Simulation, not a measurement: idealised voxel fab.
Herein follows the process module entitled voxel plated lines.
215 nm wide, 5 nm square cells: that's cross-section cut.
A cross-section is a grid of square cells, given in bands from the top down. A band is one or more rows of cells. Top, bottom (nm), then materials left to right with widths (nm); lone material tagged "throughout" fills the whole band edge to edge; "blank" = empty space. Below 0: as-received wafer, all one material; heights counted from there. Lowest band: no bottom, goes on down, written "z 0 and below". The two numbers in a width such as "30..40" mark its ends across the band: the first belongs to the top row of cells, the second to the bottom row, and from each row to the next the width moves by the same amount. Given "changes: none" for a step, no cell of the cross-section differs between before and after that step. In the "Voids, sealed" entry, you get each enclosed empty space of 8 cells or more, one with no open way to the top, written width x height at distance, distance from the left edge, in nm. On each step's line, the part that comes after the settings is the simulator's own comment on the step. The optional step-line setting "overlay nm" applies to steps with a mask and quantifies how far to the right of its planned location the mask lay, a negative value indicating leftward placement.

[The steps planned for the process are as follows]
| 1 | RECEIVE: material Si |
| 2 | CONFORMAL_DEP: material SiO2, thk nm 5 |
| 3 | DIRECTIONAL_DEP: material TiN, thk nm 5 |
| 4 | PATTERN: tone open, mask id LINES, material resist, width nm 20, pitch nm 60, thk nm 35, overlay nm 0 |
| 5 | EPI: material Ru, thk nm 10 |
| 6 | EPI: material Ru, thk nm 5 |
| 7 | EPI: material Ru, thk nm 10 |
| 8 | STRIP: etch materials resist |
| 9 | DIRECTIONAL_ETCH: etch materials TiN, depth nm 5 |
| 10 | CONFORMAL_DEP: material SiCN, thk nm 5 |
The wafers are alike at the start. At step 4, their width nm differs. The plan lists the first wafer's value.

[As received, i.e. after step 1: cross-section through the first of several wafers]
* z 0 and below | Si throughout
* Voids, sealed: none

[Tabulated below, wafer by wafer, are the end-of-module results: for each material, the number of cells gained (+) or lost (-) relative to the as-received state, followed by the closed voids]
width nm 20, +40 Ru, +67 SiCN, +43 SiO2, +8 TiN, Voids, sealed: none
width nm 25, +50 Ru, +67 SiCN, +43 SiO2, +10 TiN, Voids, sealed: none
width nm 30, +60 Ru, +67 SiCN, +43 SiO2, +12 TiN, Voids, sealed: none
width nm 35, +70 Ru, +67 SiCN, +43 SiO2, +14 TiN, Voids, sealed: none
width nm 40, +80 Ru, +67 SiCN, +43 SiO2, +16 TiN, Voids, sealed: none
width nm 45, +90 Ru, +67 SiCN, +43 SiO2, +18 TiN, Voids, sealed: none
